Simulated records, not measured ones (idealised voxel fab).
voxel ribs on slabs: a process module
Each square cell in cross-section cut measures 5 nm, and the section as a whole is 235 nm wide.
If you're reading a cross-section in this doc, picture square cells in a grid; it comes to you as bands, top ones listed first down to the bottom, and a band can be one or more rows of cells. Heads up on the band format: heights come first, top then bottom, in nm. After that it's the materials left to right, each with its width in nm. A single material flagged "full width" fills the whole band edge to edge, and "blank" means there's empty space there. The level at which height equals 0 is the one under which the wafer, as it arrives, is entirely one material. No lower edge exists for the bottom band, which continues downward and is notated as in "0 and below". So if you see something like "30->40" for the width, read it as the top row of the band sitting at the first number and the bottom row at the second, with every row in between moving by the same amount as the last. Step note "nothing altered" = no cross-section cell changed. The label "Encapsulated voids" introduces a list of the empty spaces, 8 cells or larger, that have no open way up to the top; each entry in it reads width x height at distance, where the distance is taken from the left edge and all three are stated in nm. What comes after the settings on a step's line is commentary from the simulator itself on that step. "overlay nm" on a masked step: distance the mask lay right of its planned place, negative for left.
# Process steps (planned)
- 1: op RECEIVE | material Si
- 2: op DIRECTIONAL_DEP | material SiO2 | thk nm 20
- 3: op DIRECTIONAL_DEP | material polySi | thk nm 15
- 4: op DIRECTIONAL_DEP | material aC | thk nm 15
- 5: op PATTERN | tone cover | mask id RIB | material resist | width nm 30 | thk nm 30 | overlay nm 0
- 6: op DIRECTIONAL_ETCH | etch materials aC | depth nm 15
- 7: op STRIP | etch materials resist
- 8: op DIRECTIONAL_ETCH | etch materials polySi | depth nm 5
- 9: op STRIP | etch materials aC
- 10: op MASKED_ETCH | tone cover | mask id SLAB | width nm 80 | etch materials polySi | depth nm 10 | overlay nm 0
- 11: op FILL_DEP | material SiO2 | thk nm 30
- 12: op CMP | height nm 55
- 13: op DIRECTIONAL_DEP | material W | thk nm 5
- 14: op DIRECTIONAL_DEP | material aC | thk nm 15
- 15: op PATTERN | tone cover | mask id HEATER | material resist | width nm 40 | thk nm 30 | overlay nm 0
- 16: op DIRECTIONAL_ETCH | etch materials aC | depth nm 15
- 17: op STRIP | etch materials resist
- 18: op DIRECTIONAL_ETCH | etch materials W | depth nm 5
- 19: op STRIP | etch materials aC
- 20: op CONFORMAL_DEP | material SiO2 | thk nm 5
# Incoming wafer in cross-section (state: after step 1)
0 and below: Si full width
Encapsulated voids: none
# Post-module cross-section of the first of two wafers (run per plan)
65 down to 60: blank=90 / SiO2=50 / blank=95
60 down to 55: SiO2=95 / W=40 / SiO2=100
55 down to 35: SiO2 full width
35 down to 30: SiO2=100 / polySi=30 / SiO2=105
30 down to 20: SiO2=75 / polySi=80 / SiO2=80
20 down to 0: SiO2 full width
0 and below: Si full width
Encapsulated voids: none
# Cross-section, wafer two of two, end of module: same start and plan as wafer one, one error in execution
60 down to 55: blank=90 / SiO2=50 / blank=95
55 down to 50: SiO2=95 / W=40 / SiO2=100
50 down to 35: SiO2 full width
35 down to 30: SiO2=100 / polySi=30 / SiO2=105
30 down to 20: SiO2=75 / polySi=80 / SiO2=80
20 down to 0: SiO2 full width
0 and below: Si full width
Encapsulated voids: none
Deviation noted in wafer processing: step 12 went in with a setting other than planned; the actual run was op CMP | height nm 50
Cell-count delta at end, second wafer over first, by material: -47 SiO2
